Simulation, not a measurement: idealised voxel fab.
process module | voxel ribs on slabs
cross-section cut | 150 nm wide | cells 5 nm
A cross-section is a grid of square cells, given in bands from the top down. A band is one or more rows of cells.
Each band's line starts with the height of the band's top and of its bottom, in nm. Then come its materials from left to right, each with its width in nm. One material with "throughout" fills the band from edge to edge. "air" is empty space.
Height 0 is the level under which the wafer as received is all one material. The lowest band goes on downwards, as in "0 down".
A width such as "30 to 40" changes by the same amount from each row of cells to the next, from the band's top row to its bottom row.
"no change" after a step means that no cell of the cross-section changed.
closed voids: empty space of 8 cells or more with no open way to the top, each as width x height at its distance from the left edge, in nm
after a step's settings: what the simulator itself notes on the step
overlay nm, on a step with a mask: how far to the right of its planned place the mask lay; to the left if negative
plan
1 op RECEIVE | material Si
2 op DIRECTIONAL_DEP | material SiO2 | thk nm 20
3 op DIRECTIONAL_DEP | material polySi | thk nm 25
4 op MASKED_ETCH | tone cover | mask id RIB | width nm 20 | etch materials polySi | depth nm 15 | overlay nm 0
5 op DIRECTIONAL_DEP | material aC | thk nm 15
6 op PATTERN | tone cover | mask id SLAB | material resist | width nm 50 | thk nm 30 | overlay nm 0
7 op DIRECTIONAL_ETCH | etch materials aC | depth nm 15
8 op STRIP | etch materials resist
9 op DIRECTIONAL_ETCH | etch materials polySi | depth nm 10
10 op STRIP | etch materials aC
11 op FILL_DEP | material SiO2 | thk nm 15
12 op CMP | height nm 55
13 op DIRECTIONAL_DEP | material W | thk nm 5
14 op DIRECTIONAL_DEP | material aC | thk nm 15
15 op PATTERN | tone cover | mask id HEATER | material resist | width nm 30 | thk nm 30 | overlay nm 0
16 op DIRECTIONAL_ETCH | etch materials aC | depth nm 15
17 op STRIP | etch materials resist
18 op DIRECTIONAL_ETCH | etch materials W | depth nm 5
19 op STRIP | etch materials aC
20 op CONFORMAL_DEP | material SiO2 | thk nm 10
first wafer, as planned
as received, after step 1
  0 down: Si throughout
  closed voids: none
after step 2
  20 to 0: SiO2 throughout
  below 0: unchanged
after step 3
  45 to 20: polySi throughout
  below 20: unchanged
after step 4
  45 to 30: air 65 | polySi 20 | air 65
  below 30: unchanged
after step 5
  60 to 45: air 65 | aC 20 | air 65
  45 to 30: aC 65 | polySi 20 | aC 65
  below 30: unchanged
after step 6
  90 to 60: air 50 | resist 50 | air 50
  60 to 45: air 50 | resist 15 | aC 20 | resist 15 | air 50
  below 45: unchanged
after step 7
  75 to 60: air 50 | resist 50 | air 50
  60 to 45: air 50 | resist 15 | aC 20 | resist 15 | air 50
  45 to 30: air 50 | aC 15 | polySi 20 | aC 15 | air 50
  below 30: unchanged
after step 8
  60 to 45: air 65 | aC 20 | air 65
  below 45: unchanged
after step 9
  60 to 45: air 65 | aC 20 | air 65
  45 to 30: air 50 | aC 15 | polySi 20 | aC 15 | air 50
  30 to 20: air 50 | polySi 50 | air 50
  below 20: unchanged
after step 10
  45 to 30: air 65 | polySi 20 | air 65
  below 30: unchanged
after step 11
  60 to 45: SiO2 throughout
  45 to 30: SiO2 65 | polySi 20 | SiO2 65
  30 to 20: SiO2 50 | polySi 50 | SiO2 50
  below 20: unchanged
after step 12
  55 to 45: SiO2 throughout
  below 45: unchanged
after step 13
  60 to 55: W throughout
  below 55: unchanged
after step 14
  75 to 60: aC throughout
  below 60: unchanged
after step 15
  105 to 75: air 60 | resist 30 | air 60
  below 75: unchanged
after step 16
  90 to 75: air 60 | resist 30 | air 60
  75 to 60: air 60 | aC 30 | air 60
  below 60: unchanged
after step 17
  75 to 60: air 60 | aC 30 | air 60
  below 60: unchanged
after step 18
  75 to 60: air 60 | aC 30 | air 60
  60 to 55: air 60 | W 30 | air 60
  below 55: unchanged
after step 19
  60 to 55: air 60 | W 30 | air 60
  below 55: unchanged
after step 20
  70 to 65: air 50 | SiO2 50 | air 50
  65 to 60: SiO2 throughout
  60 to 55: SiO2 60 | W 30 | SiO2 60
  below 55: unchanged
second wafer: like start, like plan, one mistake. Through step 2 it matches the first wafer
when step 3 should have ended
  70 to 20: polySi throughout
  below 20: unchanged
when step 4 should have ended
  70 to 55: air 65 | polySi 20 | air 65
  below 55: unchanged
when step 5 should have ended
  85 to 70: air 65 | aC 20 | air 65
  70 to 55: aC 65 | polySi 20 | aC 65
  below 55: unchanged
when step 6 should have ended
  115 to 85: air 50 | resist 50 | air 50
  85 to 70: air 50 | resist 15 | aC 20 | resist 15 | air 50
  below 70: unchanged
when step 7 should have ended
  100 to 85: air 50 | resist 50 | air 50
  85 to 70: air 50 | resist 15 | aC 20 | resist 15 | air 50
  70 to 55: air 50 | aC 15 | polySi 20 | aC 15 | air 50
  below 55: unchanged
when step 8 should have ended
  85 to 70: air 65 | aC 20 | air 65
  below 70: unchanged
when step 9 should have ended
  85 to 70: air 65 | aC 20 | air 65
  70 to 55: air 50 | aC 15 | polySi 20 | aC 15 | air 50
  55 to 45: air 50 | polySi 50 | air 50
  below 45: unchanged
when step 10 should have ended
  70 to 55: air 65 | polySi 20 | air 65
  below 55: unchanged
when step 11 should have ended
  85 to 70: SiO2 throughout
  70 to 55: SiO2 65 | polySi 20 | SiO2 65
  55 to 45: SiO2 50 | polySi 50 | SiO2 50
  below 45: unchanged
when step 12 should have ended
  55 to 45: SiO2 50 | polySi 50 | SiO2 50
  below 45: unchanged
when step 13 should have ended
  60 to 55: W throughout
  below 55: unchanged
when step 14 should have ended
  75 to 60: aC throughout
  below 60: unchanged
when step 15 should have ended
  105 to 75: air 60 | resist 30 | air 60
  below 75: unchanged
when step 16 should have ended
  90 to 75: air 60 | resist 30 | air 60
  75 to 60: air 60 | aC 30 | air 60
  below 60: unchanged
when step 17 should have ended
  75 to 60: air 60 | aC 30 | air 60
  below 60: unchanged
when step 18 should have ended
  75 to 60: air 60 | aC 30 | air 60
  60 to 55: air 60 | W 30 | air 60
  below 55: unchanged
when step 19 should have ended
  60 to 55: air 60 | W 30 | air 60
  below 55: unchanged
when step 20 should have ended
  70 to 65: air 50 | SiO2 50 | air 50
  65 to 60: SiO2 throughout
  60 to 55: SiO2 60 | W 30 | SiO2 60
  below 55: unchanged
what went wrong: step 3 was run twice
at the end the second wafer has, in cells: 138 fewer of SiO2 | 138 more of polySi
